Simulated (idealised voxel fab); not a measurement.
Name of the process module below: voxel self aligned vias
Each square cell in cross-section cut measures 5 nm, and the section as a whole is 230 nm wide.
How to read a cross-section here: the picture is a grid of square cells, written as bands going from the top down, and any band can span one or more rows of cells.
In this notation a band is specified by the heights of its top and bottom, in that order and in nm, after which its materials appear from left to right, each paired with its width in nm. The word "full width" attached to a single material means that material fills the band from edge to edge; the word "empty" stands for empty space.
It should be noted that heights are counted from 0, beneath which the wafer as supplied is of one material throughout, and that the lowest band possesses no lower boundary but continues downward, as written in "0..down".
Top row gets the first number, bottom row gets the second, and each row in between changes by the same step: that is how a band width like "30..40" works.
For the purposes of this document, the phrase "no modification" attached to a step denotes that no cell within the cross-section was modified by that step.
Enclosed voids (no open way to top), threshold 8 cells or more, entry "Closed void entries", notation width x height at distance, distance from left edge, nm.
Step line, after settings: the simulator's comment on this step.
overlay nm: on a step with a mask, how far right of its planned place the mask lay; negative means left.
Steps planned for the process
1: RECEIVE with material Si
2: CONFORMAL_DEP with material SiO2, thk nm 10
3: CONFORMAL_DEP with material SiCN, thk nm 5
4: DIRECTIONAL_DEP with material SiO2, thk nm 30
5: MASKED_ETCH with tone open, mask id LINES, width nm 20, pitch nm 50, etch materials SiO2, depth nm 30, overlay nm 0
6: CONFORMAL_DEP with material TiN, thk nm 5
7: FILL_DEP with material Ru, thk nm 10
8: CMP with height nm 45
9: SELECTIVE_ETCH with etch materials W Ru TiN, depth nm 10
10: FILL_DEP with material SiN, thk nm 10
11: CMP with height nm 45
12: DIRECTIONAL_DEP with material SiO2, thk nm 15
13: PATTERN with tone open, mask id VIAS, material resist, width nm 30, thk nm 20, overlay nm 0
14: DIRECTIONAL_ETCH with etch materials SiO2, depth nm 15
15: DIRECTIONAL_ETCH with etch materials SiN, depth nm 10
16: STRIP with etch materials resist
17: CONFORMAL_DEP with material TiN, thk nm 5
18: FILL_DEP with material W, thk nm 5
19: CMP with height nm 60
20: CONFORMAL_DEP with material SiCN, thk nm 5
As-received state of the wafer in cross-section, equivalent to post-step 1
    0..down  Si full width
    Closed void entries: none
The cross-section shown corresponds to the wafer at the conclusion of the module. The initial structure and the process plan are those presented above; however, one mistake occurred in executing the plan
    65..60  SiCN full width
    60..50  SiO2 (75) / TiN (5) / W (20) / TiN (5) / SiO2 (125)
    50..45  SiO2 (75) / TiN (30) / SiO2 (125)
    45..40  SiCN full width
    40..0  SiO2 full width
    0..down  Si full width
    Closed void entries: none
Finding, execution versus plan: steps 3 and 4 traded places in the executed sequence
